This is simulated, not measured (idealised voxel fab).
The following is a process module called voxel transistor to metal.
It is cross-section cut that appears here, measuring 295 nm in width, its square cells being 5 nm in size.
Throughout this document, each cross-section is represented as a grid of square cells and is presented as a sequence of bands enumerated from the top downward, where a band comprises one or more rows of cells. Each band's line starts with the height of the band's top and of its bottom, in nm. Then come its materials from left to right, each with its width in nm. One material with "all across" fills the band from edge to edge. "empty" is empty space. Height 0 is the level under which the wafer as received is all one material. The lowest band goes on downwards, as in "0 nm and below". The notation "30->40" denotes a width that varies across the rows of cells in the band, beginning at the first number in the top row, finishing at the second number in the bottom row, and changing by an identical amount from each row to the next. "nothing different" -> step changed no cross-section cell. The label "Cavities, closed" introduces a list of the empty spaces, 8 cells or larger, that have no open way up to the top; each entry in it reads width x height at distance, where the distance is taken from the left edge and all three are stated in nm. after a step's settings: what the simulator itself notes on the step. What "overlay nm" on a step's line means: if the step has a mask, that mask lay this far to the right of its planned place, or, when the value is negative, to the left. From here on the document is pairs. In a pair, the cross-section before one process step comes with the cross-section after it, and the latter goes no deeper than the lowest band that changed. What lies in between, the step and its settings, is written under the pair. A pair may be from a different run of this module on the same starting wafer than the pair above it, so it continues from that pair only where its entry headed "Pre-step" says so.

-- Pre-step
	60 nm to 55 nm: 25 TiN, then 5 empty, then 85 TiN, then 5 empty, then 50 TiN, then 5 empty, then 85 TiN, then 5 empty, then 30 TiN
	55 nm to 40 nm: 20 lowk, then 5 TiN, then 5 empty, then 5 TiN, then 75 lowk, then 5 TiN, then 5 empty, then 5 TiN, then 40 lowk, then 5 TiN, then 5 empty, then 5 TiN, then 75 lowk, then 5 TiN, then 5 empty, then 5 TiN, then 25 lowk
	40 nm to 35 nm: 20 SiN, then 15 TiN, then 75 SiN, then 15 TiN, then 40 SiN, then 15 TiN, then 75 SiN, then 15 TiN, then 25 SiN
	35 nm to 30 nm: 20 SiO2, then 5 TiN, then 5 W, then 5 TiN, then 75 SiO2, then 5 TiN, then 5 W, then 5 TiN, then 40 SiO2, then 5 TiN, then 5 W, then 5 TiN, then 75 SiO2, then 5 TiN, then 5 W, then 5 TiN, then 25 SiO2
	30 nm to 25 nm: 20 SiO2, then 15 TiN, then 75 SiO2, then 15 TiN, then 40 SiO2, then 15 TiN, then 75 SiO2, then 15 TiN, then 25 SiO2
	25 nm to 20 nm: 45 HfO2, then 5 SiN, then 5 HfO2, then 5 TiN, then 25 W, then 5 TiN, then 5 HfO2, then 5 SiN, then 90 HfO2, then 5 SiN, then 5 HfO2, then 5 TiN, then 25 W, then 5 TiN, then 5 HfO2, then 5 SiN, then 50 HfO2
	20 nm to 5 nm: 45 SiO2, then 5 SiN, then 5 HfO2, then 5 TiN, then 25 W, then 5 TiN, then 5 HfO2, then 5 SiN, then 90 SiO2, then 5 SiN, then 5 HfO2, then 5 TiN, then 25 W, then 5 TiN, then 5 HfO2, then 5 SiN, then 50 SiO2
	5 nm to 0 nm: 45 SiO2, then 5 SiN, then 5 HfO2, then 35 TiN, then 5 HfO2, then 5 SiN, then 90 SiO2, then 5 SiN, then 5 HfO2, then 35 TiN, then 5 HfO2, then 5 SiN, then 50 SiO2
	0 nm to -5 nm: 15 SiO2, then 30 pSi, then 5 SiO2, then 45 HfO2, then 5 SiO2, then 30 pSi, then 30 SiO2, then 30 pSi, then 5 SiO2, then 45 HfO2, then 5 SiO2, then 30 pSi, then 20 SiO2
	-5 nm to -35 nm: 20 SiO2, then 105 Si, then 40 SiO2, then 105 Si, then 25 SiO2
	-35 nm and below: Si all across
	Cavities, closed: none

-- After the Step
	65 nm to 60 nm: Ru all across
	60 nm to 55 nm: 25 TiN, then 5 Ru, then 85 TiN, then 5 Ru, then 50 TiN, then 5 Ru, then 85 TiN, then 5 Ru, then 30 TiN
	55 nm to 40 nm: 20 lowk, then 5 TiN, then 5 Ru, then 5 TiN, then 75 lowk, then 5 TiN, then 5 Ru, then 5 TiN, then 40 lowk, then 5 TiN, then 5 Ru, then 5 TiN, then 75 lowk, then 5 TiN, then 5 Ru, then 5 TiN, then 25 lowk
	No changes below 40.
	Cavities, closed: none
What is the step between the two cross-sections above? op FILL_DEP | material Ru | thk nm 5

Pre-step: carried over from the after image of the pair right above.

-- After the Step
	55 nm to 40 nm: 20 lowk, then 5 TiN, then 5 Ru, then 5 TiN, then 75 lowk, then 5 TiN, then 5 Ru, then 5 TiN, then 40 lowk, then 5 TiN, then 5 Ru, then 5 TiN, then 75 lowk, then 5 TiN, then 5 Ru, then 5 TiN, then 25 lowk
	No changes below 40.
	Cavities, closed: none
What is the step between the two cross-sections above? op CMP | height nm 55

Pre-step: carried over from the after image of the pair right above.

-- After the Step
	60 nm to 55 nm: 15 empty, then 25 Ru, then 65 empty, then 25 Ru, then 30 empty, then 25 Ru, then 65 empty, then 25 Ru, then 20 empty
	No changes below 55.
	Cavities, closed: none
What is the step between the two cross-sections above? op EPI | material Ru | thk nm 5

Pre-step: carried over from the after image of the pair right above.

-- After the Step
	65 nm to 60 nm: SiCN all across
	60 nm to 55 nm: 15 SiCN, then 25 Ru, then 65 SiCN, then 25 Ru, then 30 SiCN, then 25 Ru, then 65 SiCN, then 25 Ru, then 20 SiCN
	No changes below 55.
	Cavities, closed: none
What is the step between the two cross-sections above? op FILL_DEP | material SiCN | thk nm 5

Pre-step: carried over from the after image of the pair right above.

-- After the Step
	100 nm to 65 nm: SiO2 all across
	No changes below 65.
	Cavities, closed: none
What is the step between the two cross-sections above? op DIRECTIONAL_DEP | material SiO2 | thk nm 35

Pre-step: carried over from the after image of the pair right above.

-- After the Step
	100 nm to 80 nm: 20 SiO2, then 15 empty, then 130 SiO2, then 15 empty, then 115 SiO2
	No changes below 80.
	Cavities, closed: none
What is the step between the two cross-sections above? op MASKED_ETCH | tone open | mask id METAL_2 | width nm 15 | pitch nm 145 | etch materials SiO2 | depth nm 20 | overlay nm 0

Pre-step: carried over from the after image of the pair right above.

-- After the Step
	115 nm to 100 nm: 20 resist, then 15 empty, then 130 resist, then 15 empty, then 115 resist
	No changes below 100.
	Cavities, closed: none
What is the step between the two cross-sections above? op PATTERN | tone open | mask id METAL_2_HOLES | material resist | width nm 15 | pitch nm 145 | thk nm 15 | overlay nm 0

Pre-step: carried over from the after image of the pair right above.

-- After the Step
	115 nm to 100 nm: 20 resist, then 15 empty, then 130 resist, then 15 empty, then 115 resist
	100 nm to 65 nm: 20 SiO2, then 15 empty, then 130 SiO2, then 15 empty, then 115 SiO2
	No changes below 65.
	Cavities, closed: none
What is the step between the two cross-sections above? op DIRECTIONAL_ETCH | etch materials SiO2 | depth nm 15

Pre-step: carried over from the after image of the pair right above.

-- After the Step
	115 nm to 100 nm: 20 resist, then 15 empty, then 130 resist, then 15 empty, then 115 resist
	100 nm to 65 nm: 20 SiO2, then 15 empty, then 130 SiO2, then 15 empty, then 115 SiO2
	65 nm to 60 nm: 20 SiCN, then 15 empty, then 130 SiCN, then 15 empty, then 115 SiCN
	No changes below 60.
	Cavities, closed: none
What is the step between the two cross-sections above? op DIRECTIONAL_ETCH | etch materials SiCN | depth nm 5

Pre-step: carried over from the after image of the pair right above.

-- After the Step
	100 nm to 65 nm: 20 SiO2, then 15 empty, then 130 SiO2, then 15 empty, then 115 SiO2
	No changes below 65.
	Cavities, closed: none
What is the step between the two cross-sections above? op STRIP | etch materials resist

Pre-step: carried over from the after image of the pair right above.

-- After the Step
	105 nm to 100 nm: 25 TiN, then 5 empty, then 140 TiN, then 5 empty, then 120 TiN
	100 nm to 65 nm: 20 SiO2, then 5 TiN, then 5 empty, then 5 TiN, then 130 SiO2, then 5 TiN, then 5 empty, then 5 TiN, then 115 SiO2
	65 nm to 60 nm: 20 SiCN, then 15 TiN, then 130 SiCN, then 15 TiN, then 115 SiCN
	No changes below 60.
	Cavities, closed: none
What is the step between the two cross-sections above? op CONFORMAL_DEP | material TiN | thk nm 5

Pre-step: carried over from the after image of the pair right above.

-- After the Step
	115 nm to 105 nm: Cu all across
	105 nm to 100 nm: 25 TiN, then 5 Cu, then 140 TiN, then 5 Cu, then 120 TiN
	100 nm to 65 nm: 20 SiO2, then 5 TiN, then 5 Cu, then 5 TiN, then 130 SiO2, then 5 TiN, then 5 Cu, then 5 TiN, then 115 SiO2
	No changes below 65.
	Cavities, closed: none
What is the step between the two cross-sections above? op FILL_DEP | material Cu | thk nm 10

Pre-step: carried over from the after image of the pair right above.

-- After the Step
	100 nm to 65 nm: 20 SiO2, then 5 TiN, then 5 Cu, then 5 TiN, then 130 SiO2, then 5 TiN, then 5 Cu, then 5 TiN, then 115 SiO2
	No changes below 65.
	Cavities, closed: none
What is the step between the two cross-sections above? op CMP | height nm 100

Pre-step: carried over from the after image of the pair right above.

-- After the Step
	105 nm to 100 nm: SiCN all across
	No changes below 100.
	Cavities, closed: none
What is the step between the two cross-sections above? op CONFORMAL_DEP | material SiCN | thk nm 5

-- Pre-step
	100 nm to 80 nm: 20 SiO2, then 15 empty, then 130 SiO2, then 15 empty, then 115 SiO2
	80 nm to 65 nm: SiO2 all across
	65 nm to 60 nm: SiCN all across
	60 nm to 55 nm: 15 SiCN, then 25 Ru, then 65 SiCN, then 25 Ru, then 30 SiCN, then 25 Ru, then 65 SiCN, then 25 Ru, then 20 SiCN
	55 nm to 40 nm: 20 lowk, then 5 TiN, then 5 Ru, then 5 TiN, then 75 lowk, then 5 TiN, then 5 Ru, then 5 TiN, then 40 lowk, then 5 TiN, then 5 Ru, then 5 TiN, then 75 lowk, then 5 TiN, then 5 Ru, then 5 TiN, then 25 lowk
	40 nm to 35 nm: 20 SiN, then 15 TiN, then 75 SiN, then 15 TiN, then 40 SiN, then 15 TiN, then 75 SiN, then 15 TiN, then 25 SiN
	35 nm to 20 nm: 20 SiO2, then 5 TiN, then 5 W, then 5 TiN, then 75 SiO2, then 5 TiN, then 5 W, then 5 TiN, then 40 SiO2, then 5 TiN, then 5 W, then 5 TiN, then 75 SiO2, then 5 TiN, then 5 W, then 5 TiN, then 25 SiO2
	20 nm to 5 nm: 20 SiO2, then 5 TiN, then 5 W, then 5 TiN, then 10 SiO2, then 5 SiN, then 5 HfO2, then 5 TiN, then 25 W, then 5 TiN, then 5 HfO2, then 5 SiN, then 10 SiO2, then 5 TiN, then 5 W, then 5 TiN, then 40 SiO2, then 5 TiN, then 5 W, then 5 TiN, then 10 SiO2, then 5 SiN, then 5 HfO2, then 5 TiN, then 25 W, then 5 TiN, then 5 HfO2, then 5 SiN, then 10 SiO2, then 5 TiN, then 5 W, then 5 TiN, then 25 SiO2
	5 nm to 0 nm: 20 SiO2, then 15 TiN, then 10 SiO2, then 5 SiN, then 5 HfO2, then 35 TiN, then 5 HfO2, then 5 SiN, then 10 SiO2, then 15 TiN, then 40 SiO2, then 15 TiN, then 10 SiO2, then 5 SiN, then 5 HfO2, then 35 TiN, then 5 HfO2, then 5 SiN, then 10 SiO2, then 15 TiN, then 25 SiO2
	0 nm to -5 nm: 15 SiO2, then 30 pSi, then 5 SiO2, then 45 HfO2, then 5 SiO2, then 30 pSi, then 30 SiO2, then 30 pSi, then 5 SiO2, then 45 HfO2, then 5 SiO2, then 30 pSi, then 20 SiO2
	-5 nm to -35 nm: 20 SiO2, then 105 Si, then 40 SiO2, then 105 Si, then 25 SiO2
	-35 nm and below: Si all across
	Cavities, closed: none

-- After the Step
	115 nm to 100 nm: 20 resist, then 20 empty, then 125 resist, then 20 empty, then 110 resist
	No changes below 100.
	Cavities, closed: none
What is the step between the two cross-sections above? op PATTERN | tone open | mask id METAL_2_HOLES | material resist | width nm 20 | pitch nm 145 | thk nm 15 | overlay nm 0

Pre-step: carried over from the after image of the pair right above.

-- After the Step
	115 nm to 100 nm: 20 resist, then 20 empty, then 125 resist, then 20 empty, then 110 resist
	100 nm to 85 nm: 20 SiO2, then 20 empty, then 125 SiO2, then 20 empty, then 110 SiO2
	85 nm to 65 nm: 20 SiO2, then 15 empty, then 130 SiO2, then 15 empty, then 115 SiO2
	No changes below 65.
	Cavities, closed: none
What is the step between the two cross-sections above? op DIRECTIONAL_ETCH | etch materials SiO2 | depth nm 15

Pre-step: carried over from the after image of the pair right above.

-- After the Step
	115 nm to 100 nm: 20 resist, then 20 empty, then 125 resist, then 20 empty, then 110 resist
	100 nm to 85 nm: 20 SiO2, then 20 empty, then 125 SiO2, then 20 empty, then 110 SiO2
	85 nm to 65 nm: 20 SiO2, then 15 empty, then 130 SiO2, then 15 empty, then 115 SiO2
	65 nm to 60 nm: 20 SiCN, then 15 empty, then 130 SiCN, then 15 empty, then 115 SiCN
	No changes below 60.
	Cavities, closed: none
What is the step between the two cross-sections above? op DIRECTIONAL_ETCH | etch materials SiCN | depth nm 5

Pre-step: carried over from the after image of the pair right above.

-- After the Step
	100 nm to 85 nm: 20 SiO2, then 20 empty, then 125 SiO2, then 20 empty, then 110 SiO2
	No changes below 85.
	Cavities, closed: none
What is the step between the two cross-sections above? op STRIP | etch materials resist

Pre-step: carried over from the after image of the pair right above.

-- After the Step
	105 nm to 100 nm: 25 TiN, then 10 empty, then 135 TiN, then 10 empty, then 115 TiN
	100 nm to 90 nm: 20 SiO2, then 5 TiN, then 10 empty, then 5 TiN, then 125 SiO2, then 5 TiN, then 10 empty, then 5 TiN, then 110 SiO2
	90 nm to 85 nm: 20 SiO2, then 5 TiN, then 5 empty, then 10 TiN, then 125 SiO2, then 5 TiN, then 5 empty, then 10 TiN, then 110 SiO2
	85 nm to 65 nm: 20 SiO2, then 5 TiN, then 5 empty, then 5 TiN, then 130 SiO2, then 5 TiN, then 5 empty, then 5 TiN, then 115 SiO2
	65 nm to 60 nm: 20 SiCN, then 15 TiN, then 130 SiCN, then 15 TiN, then 115 SiCN
	No changes below 60.
	Cavities, closed: none
What is the step between the two cross-sections above? op CONFORMAL_DEP | material TiN | thk nm 5

Pre-step: carried over from the after image of the pair right above.

-- After the Step
	115 nm to 105 nm: Cu all across
	105 nm to 100 nm: 25 TiN, then 10 Cu, then 135 TiN, then 10 Cu, then 115 TiN
	100 nm to 90 nm: 20 SiO2, then 5 TiN, then 10 Cu, then 5 TiN, then 125 SiO2, then 5 TiN, then 10 Cu, then 5 TiN, then 110 SiO2
	90 nm to 85 nm: 20 SiO2, then 5 TiN, then 5 Cu, then 10 TiN, then 125 SiO2, then 5 TiN, then 5 Cu, then 10 TiN, then 110 SiO2
	85 nm to 65 nm: 20 SiO2, then 5 TiN, then 5 Cu, then 5 TiN, then 130 SiO2, then 5 TiN, then 5 Cu, then 5 TiN, then 115 SiO2
	No changes below 65.
	Cavities, closed: none
What is the step between the two cross-sections above? op FILL_DEP | material Cu | thk nm 10

Pre-step: carried over from the after image of the pair right above.

-- After the Step
	100 nm to 90 nm: 20 SiO2, then 5 TiN, then 10 Cu, then 5 TiN, then 125 SiO2, then 5 TiN, then 10 Cu, then 5 TiN, then 110 SiO2
	No changes below 90.
	Cavities, closed: none
What is the step between the two cross-sections above? op CMP | height nm 100

Pre-step: carried over from the after image of the pair right above.

-- After the Step
	105 nm to 100 nm: SiCN all across
	No changes below 100.
	Cavities, closed: none
What is the step between the two cross-sections above? op CONFORMAL_DEP | material SiCN | thk nm 5

-- Pre-step
	55 nm to 40 nm: lowk all across
	40 nm to 35 nm: SiN all across
	35 nm to 20 nm: 20 SiO2, then 5 TiN, then 5 W, then 5 TiN, then 75 SiO2, then 5 TiN, then 5 W, then 5 TiN, then 40 SiO2, then 5 TiN, then 5 W, then 5 TiN, then 75 SiO2, then 5 TiN, then 5 W, then 5 TiN, then 25 SiO2
	20 nm to 5 nm: 20 SiO2, then 5 TiN, then 5 W, then 5 TiN, then 10 SiO2, then 5 SiN, then 5 HfO2, then 5 TiN, then 25 W, then 5 TiN, then 5 HfO2, then 5 SiN, then 10 SiO2, then 5 TiN, then 5 W, then 5 TiN, then 40 SiO2, then 5 TiN, then 5 W, then 5 TiN, then 10 SiO2, then 5 SiN, then 5 HfO2, then 5 TiN, then 25 W, then 5 TiN, then 5 HfO2, then 5 SiN, then 10 SiO2, then 5 TiN, then 5 W, then 5 TiN, then 25 SiO2
	5 nm to 0 nm: 20 SiO2, then 15 TiN, then 10 SiO2, then 5 SiN, then 5 HfO2, then 35 TiN, then 5 HfO2, then 5 SiN, then 10 SiO2, then 15 TiN, then 40 SiO2, then 15 TiN, then 10 SiO2, then 5 SiN, then 5 HfO2, then 35 TiN, then 5 HfO2, then 5 SiN, then 10 SiO2, then 15 TiN, then 25 SiO2
	0 nm to -5 nm: 15 SiO2, then 30 pSi, then 5 SiO2, then 45 HfO2, then 5 SiO2, then 30 pSi, then 30 SiO2, then 30 pSi, then 5 SiO2, then 45 HfO2, then 5 SiO2, then 30 pSi, then 20 SiO2
	-5 nm to -35 nm: 20 SiO2, then 105 Si, then 40 SiO2, then 105 Si, then 25 SiO2
	-35 nm and below: Si all across
	Cavities, closed: none

-- After the Step
	55 nm to 40 nm: 30 lowk, then 15 empty, then 75 lowk, then 15 empty, then 40 lowk, then 15 empty, then 75 lowk, then 15 empty, then 15 lowk
	No changes below 40.
	Cavities, closed: none
What is the step between the two cross-sections above? op MASKED_ETCH | tone open | mask id METAL_1 | width nm 15 | etch materials lowk | depth nm 15 | overlay nm 10

Pre-step: carried over from the after image of the pair right above.

-- After the Step
	55 nm to 40 nm: 30 lowk, then 15 empty, then 75 lowk, then 15 empty, then 40 lowk, then 15 empty, then 75 lowk, then 15 empty, then 15 lowk
	40 nm to 35 nm: 30 SiN, then 5 empty, then 85 SiN, then 5 empty, then 50 SiN, then 5 empty, then 85 SiN, then 5 empty, then 25 SiN
	No changes below 35.
	Cavities, closed: none
What is the step between the two cross-sections above? op MASKED_ETCH | tone open | mask id METAL_1 | width nm 15 | etch materials SiN | depth nm 5 | overlay nm 0

Pre-step: carried over from the after image of the pair right above.

-- After the Step
	60 nm to 55 nm: 35 TiN, then 5 empty, then 85 TiN, then 5 empty, then 50 TiN, then 5 empty, then 85 TiN, then 5 empty, then 20 TiN
	55 nm to 45 nm: 30 lowk, then 5 TiN, then 5 empty, then 5 TiN, then 75 lowk, then 5 TiN, then 5 empty, then 5 TiN, then 40 lowk, then 5 TiN, then 5 empty, then 5 TiN, then 75 lowk, then 5 TiN, then 5 empty, then 5 TiN, then 15 lowk
	45 nm to 40 nm: 30 lowk, then 15 TiN, then 75 lowk, then 15 TiN, then 40 lowk, then 15 TiN, then 75 lowk, then 15 TiN, then 15 lowk
	40 nm to 35 nm: 30 SiN, then 5 TiN, then 85 SiN, then 5 TiN, then 50 SiN, then 5 TiN, then 85 SiN, then 5 TiN, then 25 SiN
	No changes below 35.
	Cavities, closed: none
What is the step between the two cross-sections above? op CONFORMAL_DEP | material TiN | thk nm 5

Pre-step: carried over from the after image of the pair right above.

-- After the Step
	65 nm to 60 nm: Ru all across
	60 nm to 55 nm: 35 TiN, then 5 Ru, then 85 TiN, then 5 Ru, then 50 TiN, then 5 Ru, then 85 TiN, then 5 Ru, then 20 TiN
	55 nm to 45 nm: 30 lowk, then 5 TiN, then 5 Ru, then 5 TiN, then 75 lowk, then 5 TiN, then 5 Ru, then 5 TiN, then 40 lowk, then 5 TiN, then 5 Ru, then 5 TiN, then 75 lowk, then 5 TiN, then 5 Ru, then 5 TiN, then 15 lowk
	No changes below 45.
	Cavities, closed: none
What is the step between the two cross-sections above? op FILL_DEP | material Ru | thk nm 5

Pre-step: carried over from the after image of the pair right above.

-- After the Step
	55 nm to 45 nm: 30 lowk, then 5 TiN, then 5 Ru, then 5 TiN, then 75 lowk, then 5 TiN, then 5 Ru, then 5 TiN, then 40 lowk, then 5 TiN, then 5 Ru, then 5 TiN, then 75 lowk, then 5 TiN, then 5 Ru, then 5 TiN, then 15 lowk
	No changes below 45.
	Cavities, closed: none
What is the step between the two cross-sections above? op CMP | height nm 55

Pre-step: carried over from the after image of the pair right above.

-- After the Step
	60 nm to 55 nm: 25 empty, then 25 Ru, then 65 empty, then 25 Ru, then 30 empty, then 25 Ru, then 65 empty, then 25 Ru, then 10 empty
	No changes below 55.
	Cavities, closed: none
What is the step between the two cross-sections above? op EPI | material Ru | thk nm 5

Pre-step: carried over from the after image of the pair right above.

-- After the Step
	65 nm to 60 nm: SiCN all across
	60 nm to 55 nm: 25 SiCN, then 25 Ru, then 65 SiCN, then 25 Ru, then 30 SiCN, then 25 Ru, then 65 SiCN, then 25 Ru, then 10 SiCN
	No changes below 55.
	Cavities, closed: none
What is the step between the two cross-sections above? op FILL_DEP | material SiCN | thk nm 5

Pre-step: carried over from the after image of the pair right above.

-- After the Step
	100 nm to 65 nm: SiO2 all across
	No changes below 65.
	Cavities, closed: none
What is the step between the two cross-sections above? op DIRECTIONAL_DEP | material SiO2 | thk nm 35

Pre-step: carried over from the after image of the pair right above.

-- After the Step
	100 nm to 80 nm: 20 SiO2, then 15 empty, then 130 SiO2, then 15 empty, then 115 SiO2
	No changes below 80.
	Cavities, closed: none
What is the step between the two cross-sections above? op MASKED_ETCH | tone open | mask id METAL_2 | width nm 15 | pitch nm 145 | etch materials SiO2 | depth nm 20 | overlay nm 0

Pre-step: carried over from the after image of the pair right above.

-- After the Step
	115 nm to 100 nm: 20 resist, then 15 empty, then 130 resist, then 15 empty, then 115 resist
	No changes below 100.
	Cavities, closed: none
What is the step between the two cross-sections above? op PATTERN | tone open | mask id METAL_2_HOLES | material resist | width nm 15 | pitch nm 145 | thk nm 15 | overlay nm 0

Pre-step: carried over from the after image of the pair right above.

-- After the Step
	115 nm to 100 nm: 20 resist, then 15 empty, then 130 resist, then 15 empty, then 115 resist
	100 nm to 65 nm: 20 SiO2, then 15 empty, then 130 SiO2, then 15 empty, then 115 SiO2
	No changes below 65.
	Cavities, closed: none
What is the step between the two cross-sections above? op DIRECTIONAL_ETCH | etch materials SiO2 | depth nm 15

Pre-step: carried over from the after image of the pair right above.

-- After the Step
	115 nm to 100 nm: 20 resist, then 15 empty, then 130 resist, then 15 empty, then 115 resist
	100 nm to 65 nm: 20 SiO2, then 15 empty, then 130 SiO2, then 15 empty, then 115 SiO2
	65 nm to 60 nm: 20 SiCN, then 15 empty, then 130 SiCN, then 15 empty, then 115 SiCN
	No changes below 60.
	Cavities, closed: none
What is the step between the two cross-sections above? op DIRECTIONAL_ETCH | etch materials SiCN | depth nm 5

Pre-step: carried over from the after image of the pair right above.

-- After the Step
	100 nm to 65 nm: 20 SiO2, then 15 empty, then 130 SiO2, then 15 empty, then 115 SiO2
	No changes below 65.
	Cavities, closed: none
What is the step between the two cross-sections above? op STRIP | etch materials resist

Pre-step: carried over from the after image of the pair right above.

-- After the Step
	105 nm to 100 nm: 25 TiN, then 5 empty, then 140 TiN, then 5 empty, then 120 TiN
	100 nm to 65 nm: 20 SiO2, then 5 TiN, then 5 empty, then 5 TiN, then 130 SiO2, then 5 TiN, then 5 empty, then 5 TiN, then 115 SiO2
	65 nm to 60 nm: 20 SiCN, then 15 TiN, then 130 SiCN, then 15 TiN, then 115 SiCN
	No changes below 60.
	Cavities, closed: none
What is the step between the two cross-sections above? op CONFORMAL_DEP | material TiN | thk nm 5

Pre-step: carried over from the after image of the pair right above.

-- After the Step
	115 nm to 105 nm: Cu all across
	105 nm to 100 nm: 25 TiN, then 5 Cu, then 140 TiN, then 5 Cu, then 120 TiN
	100 nm to 65 nm: 20 SiO2, then 5 TiN, then 5 Cu, then 5 TiN, then 130 SiO2, then 5 TiN, then 5 Cu, then 5 TiN, then 115 SiO2
	No changes below 65.
	Cavities, closed: none
What is the step between the two cross-sections above? op FILL_DEP | material Cu | thk nm 10

Pre-step: carried over from the after image of the pair right above.

-- After the Step
	100 nm to 65 nm: 20 SiO2, then 5 TiN, then 5 Cu, then 5 TiN, then 130 SiO2, then 5 TiN, then 5 Cu, then 5 TiN, then 115 SiO2
	No changes below 65.
	Cavities, closed: none
What is the step between the two cross-sections above? op CMP | height nm 100

Pre-step: carried over from the after image of the pair right above.

-- After the Step
	105 nm to 100 nm: SiCN all across
	No changes below 100.
	Cavities, closed: none
What is the step between the two cross-sections above? op CONFORMAL_DEP | material SiCN | thk nm 5

-- Pre-step
	20 nm to 5 nm: 45 SiO2, then 5 SiN, then 5 HfO2, then 5 TiN, then 25 W, then 5 TiN, then 5 HfO2, then 5 SiN, then 90 SiO2, then 5 SiN, then 5 HfO2, then 5 TiN, then 25 W, then 5 TiN, then 5 HfO2, then 5 SiN, then 50 SiO2
	5 nm to 0 nm: 45 SiO2, then 5 SiN, then 5 HfO2, then 35 TiN, then 5 HfO2, then 5 SiN, then 90 SiO2, then 5 SiN, then 5 HfO2, then 35 TiN, then 5 HfO2, then 5 SiN, then 50 SiO2
	0 nm to -5 nm: 15 SiO2, then 30 pSi, then 5 SiO2, then 45 HfO2, then 5 SiO2, then 30 pSi, then 30 SiO2, then 30 pSi, then 5 SiO2, then 45 HfO2, then 5 SiO2, then 30 pSi, then 20 SiO2
	-5 nm to -35 nm: 20 SiO2, then 105 Si, then 40 SiO2, then 105 Si, then 25 SiO2
	-35 nm and below: Si all across
	Cavities, closed: none

-- After the Step
	35 nm to 20 nm: Ru all across
	No changes below 20.
	Cavities, closed: none
What is the step between the two cross-sections above? op DIRECTIONAL_DEP | material Ru | thk nm 15

Pre-step: carried over from the after image of the pair right above.

-- After the Step
	50 nm to 35 nm: 20 resist, then 15 empty, then 75 resist, then 15 empty, then 40 resist, then 15 empty, then 75 resist, then 15 empty, then 25 resist
	No changes below 35.
	Cavities, closed: none
What is the step between the two cross-sections above? op PATTERN | tone open | mask id CONTACT | material resist | width nm 15 | thk nm 15 | overlay nm 0

Pre-step: carried over from the after image of the pair right above.

-- After the Step
	35 nm to 20 nm: Ru all across
	No changes below 20.
	Cavities, closed: none
What is the step between the two cross-sections above? op STRIP | etch materials resist

Pre-step: carried over from the after image of the pair right above.

-- After the Step
	40 nm to 35 nm: TiN all across
	No changes below 35.
	Cavities, closed: none
What is the step between the two cross-sections above? op CONFORMAL_DEP | material TiN | thk nm 5

Pre-step: carried over from the after image of the pair right above.

-- After the Step
	45 nm to 40 nm: W all across
	No changes below 40.
	Cavities, closed: none
What is the step between the two cross-sections above? op FILL_DEP | material W | thk nm 5

Pre-step: carried over from the after image of the pair right above.

-- After the Step
	35 nm to 20 nm: Ru all across
	No changes below 20.
	Cavities, closed: none
What is the step between the two cross-sections above? op CMP | height nm 35

Pre-step: carried over from the after image of the pair right above.

-- After the Step
	40 nm to 35 nm: SiN all across
	No changes below 35.
	Cavities, closed: none
What is the step between the two cross-sections above? op CONFORMAL_DEP | material SiN | thk nm 5

Pre-step: carried over from the after image of the pair right above.

-- After the Step
	55 nm to 40 nm: lowk all across
	No changes below 40.
	Cavities, closed: none
What is the step between the two cross-sections above? op DIRECTIONAL_DEP | material lowk | thk nm 15

Pre-step: carried over from the after image of the pair right above.

-- After the Step
	55 nm to 40 nm: 20 lowk, then 15 empty, then 75 lowk, then 15 empty, then 40 lowk, then 15 empty, then 75 lowk, then 15 empty, then 25 lowk
	No changes below 40.
	Cavities, closed: none
What is the step between the two cross-sections above? op MASKED_ETCH | tone open | mask id METAL_1 | width nm 15 | etch materials lowk | depth nm 15 | overlay nm 0

Pre-step: carried over from the after image of the pair right above.

-- After the Step
	55 nm to 40 nm: 20 lowk, then 15 empty, then 75 lowk, then 15 empty, then 40 lowk, then 15 empty, then 75 lowk, then 15 empty, then 25 lowk
	40 nm to 35 nm: 20 SiN, then 15 empty, then 75 SiN, then 15 empty, then 40 SiN, then 15 empty, then 75 SiN, then 15 empty, then 25 SiN
	No changes below 35.
	Cavities, closed: none
What is the step between the two cross-sections above? op MASKED_ETCH | tone open | mask id METAL_1 | width nm 15 | etch materials SiN | depth nm 5 | overlay nm 0

Pre-step: carried over from the after image of the pair right above.

-- After the Step
	60 nm to 55 nm: 25 TiN, then 5 empty, then 85 TiN, then 5 empty, then 50 TiN, then 5 empty, then 85 TiN, then 5 empty, then 30 TiN
	55 nm to 40 nm: 20 lowk, then 5 TiN, then 5 empty, then 5 TiN, then 75 lowk, then 5 TiN, then 5 empty, then 5 TiN, then 40 lowk, then 5 TiN, then 5 empty, then 5 TiN, then 75 lowk, then 5 TiN, then 5 empty, then 5 TiN, then 25 lowk
	40 nm to 35 nm: 20 SiN, then 15 TiN, then 75 SiN, then 15 TiN, then 40 SiN, then 15 TiN, then 75 SiN, then 15 TiN, then 25 SiN
	No changes below 35.
	Cavities, closed: none
What is the step between the two cross-sections above? op CONFORMAL_DEP | material TiN | thk nm 5

Pre-step: carried over from the after image of the pair right above.

-- After the Step
	65 nm to 60 nm: Ru all across
	60 nm to 55 nm: 25 TiN, then 5 Ru, then 85 TiN, then 5 Ru, then 50 TiN, then 5 Ru, then 85 TiN, then 5 Ru, then 30 TiN
	55 nm to 40 nm: 20 lowk, then 5 TiN, then 5 Ru, then 5 TiN, then 75 lowk, then 5 TiN, then 5 Ru, then 5 TiN, then 40 lowk, then 5 TiN, then 5 Ru, then 5 TiN, then 75 lowk, then 5 TiN, then 5 Ru, then 5 TiN, then 25 lowk
	No changes below 40.
	Cavities, closed: none
What is the step between the two cross-sections above? op FILL_DEP | material Ru | thk nm 5

Pre-step: carried over from the after image of the pair right above.

-- After the Step
	55 nm to 40 nm: 20 lowk, then 5 TiN, then 5 Ru, then 5 TiN, then 75 lowk, then 5 TiN, then 5 Ru, then 5 TiN, then 40 lowk, then 5 TiN, then 5 Ru, then 5 TiN, then 75 lowk, then 5 TiN, then 5 Ru, then 5 TiN, then 25 lowk
	No changes below 40.
	Cavities, closed: none
What is the step between the two cross-sections above? op CMP | height nm 55

Pre-step: carried over from the after image of the pair right above.

-- After the Step
	60 nm to 55 nm: 15 empty, then 25 Ru, then 65 empty, then 25 Ru, then 30 empty, then 25 Ru, then 65 empty, then 25 Ru, then 20 empty
	No changes below 55.
	Cavities, closed: none
What is the step between the two cross-sections above? op EPI | material Ru | thk nm 5

Pre-step: carried over from the after image of the pair right above.

-- After the Step
	65 nm to 60 nm: SiCN all across
	60 nm to 55 nm: 15 SiCN, then 25 Ru, then 65 SiCN, then 25 Ru, then 30 SiCN, then 25 Ru, then 65 SiCN, then 25 Ru, then 20 SiCN
	No changes below 55.
	Cavities, closed: none
What is the step between the two cross-sections above? op FILL_DEP | material SiCN | thk nm 5
